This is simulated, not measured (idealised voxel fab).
This section sets out a process module, namely voxel double patterning.
Pictured: cross-section cut, 255 nm wide, on a grid of 5 nm square cells.
Cross-sections here: square-cell grids, written as top-down lists of bands, a band being one or more rows of cells. Top height, bottom height, nm. Materials left to right, width each, nm. Single material + "edge to edge" = fills band edge to edge. "air" = empty. Beneath 0, the wafer as received is one material, and that level is where height counting begins. The lowest band goes on downward without a bottom; it is written like "0 nm and below". A width given as "30..40" starts at the first number in the band's top row and ends at the second number in its bottom row, shifting by an equal amount at every step from row to row. Any step labelled "nothing different" changed none of the cells in the cross-section. Any empty space of 8 cells or more lacking an open way to the top shows up in "Enclosed void inventory" as width x height at distance, distance from the left edge, in nm. Formally, on a step line, whatever follows the settings is a remark that the simulator itself makes on the step. Among the settings permitted on a step's line is "overlay nm"; applied to a step with a mask, it specifies the extent to which the mask lay to the right of its planned position, whereas a negative figure signifies a position to the left.

The process steps that were planned are listed below:
1) RECEIVE | material Si
2) CONFORMAL_DEP | material SiN | thk nm 5
3) DIRECTIONAL_DEP | material SiO2 | thk nm 10
4) DIRECTIONAL_DEP | material SiCN | thk nm 10
5) MASKED_ETCH | tone open | mask id FIRST | width nm 15 | pitch nm 50 | etch materials SiCN | depth nm 10 | overlay nm 0
6) DIRECTIONAL_DEP | material aC | thk nm 10
7) PATTERN | tone open | mask id SECOND | material resist | width nm 15 | pitch nm 50 | thk nm 25 | overlay nm 0
8) DIRECTIONAL_ETCH | etch materials aC | depth nm 10
9) STRIP | etch materials resist
10) DIRECTIONAL_ETCH | etch materials SiCN | depth nm 10
11) STRIP | etch materials aC
12) DIRECTIONAL_ETCH | etch materials SiO2 | depth nm 10
13) STRIP | etch materials SiCN

Received-state cross-section, reflecting completion of step 1:
0 nm and below = Si edge to edge
Enclosed void inventory: none

Post-module cross-section: identical start and plan to those above, one misstep in execution:
15 nm to 5 nm = SiO2 70 nm, then air 15 nm, then SiO2 5 nm, then air 25 nm, then SiO2 5 nm, then air 15 nm, then SiO2 5 nm, then air 25 nm, then SiO2 5 nm, then air 15 nm, then SiO2 70 nm
5 nm to 0 nm = SiN edge to edge
0 nm and below = Si edge to edge
Enclosed void inventory: none
Here's what went sideways: step 7 was processed under conditions differing from the plan, specifically as PATTERN | tone open | mask id SECOND | material resist | width nm 25 | pitch nm 50 | thk nm 25 | overlay nm 0
